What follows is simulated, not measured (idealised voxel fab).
Title: Process Module voxel trench capacitor
Cross-sectional view cut (width: 200 nm; square cell size: 5 nm).
Bands, listed from the top down, are how a cross-section gets written in this document; the cross-section itself is a grid of square cells, and a band is one or more rows of them. In this notation a band is specified by the heights of its top and bottom, in that order and in nm, after which its materials appear from left to right, each paired with its width in nm. The word "edge to edge" attached to a single material means that material fills the band from edge to edge; the word "air" stands for empty space. Heads up on the height convention: 0 is the point under which the incoming wafer is all one material, and the lowest band has no bottom, it just keeps going down, like "top 0, no bottom". The notation "30..40" denotes a width that varies across the rows of cells in the band, beginning at the first number in the top row, finishing at the second number in the bottom row, and changing by an identical amount from each row to the next. For the purposes of this document, the phrase "nothing altered" attached to a step denotes that no cell within the cross-section was modified by that step. This entry, "Entrapped voids", enumerates those empty regions of no fewer than 8 cells that possess no open connection to the top. Each region is reported in the form width x height at distance, the distance being taken from the left edge, with all three quantities expressed in nm. Read whatever lies past the settings on a step's line as the simulator's own remark about the step. You can add "overlay nm" to a step's line. For a step with a mask, it describes how far the mask lay to the right of its planned position, and a negative number describes a lay to the left.
Process steps - plan:
1) RECEIVE | material Si
2) CONFORMAL_DEP | material SiN | thk nm 5
3) PATTERN | tone open | mask id TRENCH | material resist | width nm 30 | pitch nm 45 | thk nm 15 | overlay nm 0
4) DIRECTIONAL_ETCH | etch materials SiN | depth nm 5
5) DIRECTIONAL_ETCH | etch materials Si | depth nm 35
6) STRIP | etch materials resist
7) CONFORMAL_DEP | material Al2O3 | thk nm 5
8) CONFORMAL_DEP | material TiN | thk nm 5
9) FILL_DEP | material W | thk nm 5
10) CMP | height nm 5
The wafers are alike at the start. At step 7, their thk nm differs. The plan lists the first wafer's value.
So this is the first of several wafers, cross-sectioned as it came to us, meaning it's at the end of step 1:
* top 0, no bottom  Si edge to edge
* Entrapped voids: none
First of several wafers in cross-section at module end, following the final step, step 10:
* top 5, bottom 0  SiN=60; Al2O3=5; TiN=5; W=10; TiN=5; Al2O3=5; SiN=15; Al2O3=5; TiN=5; W=10; TiN=5; Al2O3=5; SiN=65
* top 0, bottom -25  Si=60; Al2O3=5; TiN=5; W=10; TiN=5; Al2O3=5; Si=15; Al2O3=5; TiN=5; W=10; TiN=5; Al2O3=5; Si=65
* top -25, bottom -30  Si=60; Al2O3=5; TiN=20; Al2O3=5; Si=15; Al2O3=5; TiN=20; Al2O3=5; Si=65
* top -30, bottom -35  Si=60; Al2O3=30; Si=15; Al2O3=30; Si=65
* top -35, no bottom  Si edge to edge
* Entrapped voids: none
At the end of the module, the last of several wafers in cross-section:
* top 5, bottom 0  SiN=60; Al2O3=30; SiN=15; Al2O3=30; SiN=65
* top 0, bottom -35  Si=60; Al2O3=30; Si=15; Al2O3=30; Si=65
* top -35, no bottom  Si edge to edge
* Entrapped voids: none
Quick key for the table: a row per wafer, taken at the end of the module. For each material it tells you how many cells the wafer gained (+) or lost (-) since it came in, and the closed voids come after:
thk nm 5 | +40 Al2O3 | -84 Si | +28 SiN | +32 TiN | +24 W | Entrapped voids: none
thk nm 10 | +72 Al2O3 | -84 Si | +28 SiN | +24 TiN | Entrapped voids: none
thk nm 15 | +96 Al2O3 | -84 Si | +28 SiN | Entrapped voids: none
thk nm 20 | +96 Al2O3 | -84 Si | +28 SiN | Entrapped voids: none
